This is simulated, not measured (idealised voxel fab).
Name of the process module below: voxel spacer lines
Xsec cut, 220 nm wide, square cell size 5 nm.
How to read a cross-section here: the picture is a grid of square cells, written as bands going from the top down, and any band can span one or more rows of cells. The band entry comprises the height of the band's top followed by the height of its bottom, expressed in nm, and subsequently the band's materials from left to right, each stated together with its width in nm. Where a single material is marked with the word "full width", that material fills the band from edge to edge. The word "air" represents empty space. Heads up on the height convention: 0 is the point under which the incoming wafer is all one material, and the lowest band has no bottom, it just keeps going down, like "0..down". Top row gets the first number, bottom row gets the second, and each row in between changes by the same step: that is how a band width like "30->40" works. Take "all unchanged" at face value: in the step it is given for, the cross-section changed in none of its cells. "Completely enclosed voids" lists enclosed empty spaces (at least 8 cells, no open path upward to the top), each as width x height at distance from the left edge, in nm. That trailing text on a step's line, after the settings, is the simulator's own remark on the step. overlay nm: right-of-plan distance of the mask on a masked step; negative values mean left-of-plan.

**Here's what the planned process steps look like**
| 1 | RECEIVE | material Si |
| 2 | CONFORMAL_DEP | material Al2O3 | thk nm 10 |
| 3 | DIRECTIONAL_DEP | material TiN | thk nm 15 |
| 4 | DIRECTIONAL_DEP | material aC | thk nm 30 |
| 5 | PATTERN | tone cover | mask id MANDREL | material resist | width nm 25 | pitch nm 80 | thk nm 40 | overlay nm 0 |
| 6 | DIRECTIONAL_ETCH | etch materials aC | depth nm 30 |
| 7 | STRIP | etch materials resist |
| 8 | CONFORMAL_DEP | material SiN | thk nm 15 |
| 9 | DIRECTIONAL_ETCH | etch materials SiN | depth nm 15 |
| 10 | STRIP | etch materials aC |
| 11 | DIRECTIONAL_ETCH | etch materials TiN | depth nm 15 |
| 12 | STRIP | etch materials SiN |
| 13 | FILL_DEP | material SiO2 | thk nm 10 |
| 14 | CMP | height nm 25 |

**So, the first of our two wafers, run just as we planned it**

**Here's what the wafer looked like in cross-section when it arrived - that's after step 1**
  0..down: Si full width
  Completely enclosed voids: none

**Cross-section of the wafer after step 2**
  10..0: Al2O3 full width
  Heights below 0 show no change.

**Cross-section of the wafer after step 3**
  25..10: TiN full width
  Heights below 10 show no change.

**Cross-section of the wafer after step 4**
  55..25: aC full width
  Heights below 25 show no change.

**Cross-section of the wafer after step 5**
  95..55: air=15 / resist=25 / air=55 / resist=25 / air=55 / resist=25 / air=20
  Heights below 55 show no change.

**Cross-section of the wafer after step 6**
  65..55: air=15 / resist=25 / air=55 / resist=25 / air=55 / resist=25 / air=20
  55..25: air=15 / aC=25 / air=55 / aC=25 / air=55 / aC=25 / air=20
  Heights below 25 show no change.

**Cross-section of the wafer after step 7**
  55..25: air=15 / aC=25 / air=55 / aC=25 / air=55 / aC=25 / air=20
  Heights below 25 show no change.

**Cross-section of the wafer after step 8**
  70..55: SiN=55 / air=25 / SiN=55 / air=25 / SiN=55 / air=5
  55..40: SiN=15 / aC=25 / SiN=15 / air=25 / SiN=15 / aC=25 / SiN=15 / air=25 / SiN=15 / aC=25 / SiN=15 / air=5
  40..25: SiN=15 / aC=25 / SiN=55 / aC=25 / SiN=55 / aC=25 / SiN=20
  Heights below 25 show no change.

**Cross-section of the wafer after step 9**
  55..25: SiN=15 / aC=25 / SiN=15 / air=25 / SiN=15 / aC=25 / SiN=15 / air=25 / SiN=15 / aC=25 / SiN=15 / air=5
  Heights below 25 show no change.

**Cross-section of the wafer after step 10**
  55..25: SiN=15 / air=25 / SiN=15 / air=25 / SiN=15 / air=25 / SiN=15 / air=25 / SiN=15 / air=25 / SiN=15 / air=5
  Heights below 25 show no change.

**Cross-section of the wafer after step 11**
  55..25: SiN=15 / air=25 / SiN=15 / air=25 / SiN=15 / air=25 / SiN=15 / air=25 / SiN=15 / air=25 / SiN=15 / air=5
  25..10: TiN=15 / air=25 / TiN=15 / air=25 / TiN=15 / air=25 / TiN=15 / air=25 / TiN=15 / air=25 / TiN=15 / air=5
  Heights below 10 show no change.

**Cross-section of the wafer after step 12**
  25..10: TiN=15 / air=25 / TiN=15 / air=25 / TiN=15 / air=25 / TiN=15 / air=25 / TiN=15 / air=25 / TiN=15 / air=5
  Heights below 10 show no change.

**Cross-section of the wafer after step 13**
  35..25: SiO2 full width
  25..10: TiN=15 / SiO2=25 / TiN=15 / SiO2=25 / TiN=15 / SiO2=25 / TiN=15 / SiO2=25 / TiN=15 / SiO2=25 / TiN=15 / SiO2=5
  Heights below 10 show no change.

**Cross-section of the wafer after step 14**
  25..10: TiN=15 / SiO2=25 / TiN=15 / SiO2=25 / TiN=15 / SiO2=25 / TiN=15 / SiO2=25 / TiN=15 / SiO2=25 / TiN=15 / SiO2=5
  Heights below 10 show no change.

**Here the second wafer is described. Its start and its plan were those of the first wafer. Its run contained one mistake. Up to and including step 1, it did exactly what the first wafer did**

**when step 2 should have ended**
  15..0: TiN full width
  Heights below 0 show no change.

**when step 3 should have ended**
  25..15: Al2O3 full width
  Heights below 15 show no change.

**when step 4 should have ended**
  55..25: aC full width
  Heights below 25 show no change.

**when step 5 should have ended**
  95..55: air=15 / resist=25 / air=55 / resist=25 / air=55 / resist=25 / air=20
  Heights below 55 show no change.

**when step 6 should have ended**
  65..55: air=15 / resist=25 / air=55 / resist=25 / air=55 / resist=25 / air=20
  55..25: air=15 / aC=25 / air=55 / aC=25 / air=55 / aC=25 / air=20
  Heights below 25 show no change.

**when step 7 should have ended**
  55..25: air=15 / aC=25 / air=55 / aC=25 / air=55 / aC=25 / air=20
  Heights below 25 show no change.

**when step 8 should have ended**
  70..55: SiN=55 / air=25 / SiN=55 / air=25 / SiN=55 / air=5
  55..40: SiN=15 / aC=25 / SiN=15 / air=25 / SiN=15 / aC=25 / SiN=15 / air=25 / SiN=15 / aC=25 / SiN=15 / air=5
  40..25: SiN=15 / aC=25 / SiN=55 / aC=25 / SiN=55 / aC=25 / SiN=20
  Heights below 25 show no change.

**when step 9 should have ended**
  55..25: SiN=15 / aC=25 / SiN=15 / air=25 / SiN=15 / aC=25 / SiN=15 / air=25 / SiN=15 / aC=25 / SiN=15 / air=5
  Heights below 25 show no change.

**when step 10 should have ended**
  55..25: SiN=15 / air=25 / SiN=15 / air=25 / SiN=15 / air=25 / SiN=15 / air=25 / SiN=15 / air=25 / SiN=15 / air=5
  Heights below 25 show no change.

when step 11 should have ended: all unchanged

**when step 12 should have ended**
  25..15: Al2O3 full width
  Heights below 15 show no change.

**when step 13 should have ended**
  35..25: SiO2 full width
  Heights below 25 show no change.

**when step 14 should have ended**
  25..15: Al2O3 full width
  Heights below 15 show no change.
In executing the process, a mistake was made relative to the plan: note: step 2 <-> step 3, run order reversed vs plan
Bottom line after processing is that, in cells, the second wafer is up or down on some materials versus the first: SiO2: 78 fewer; TiN: 78 more
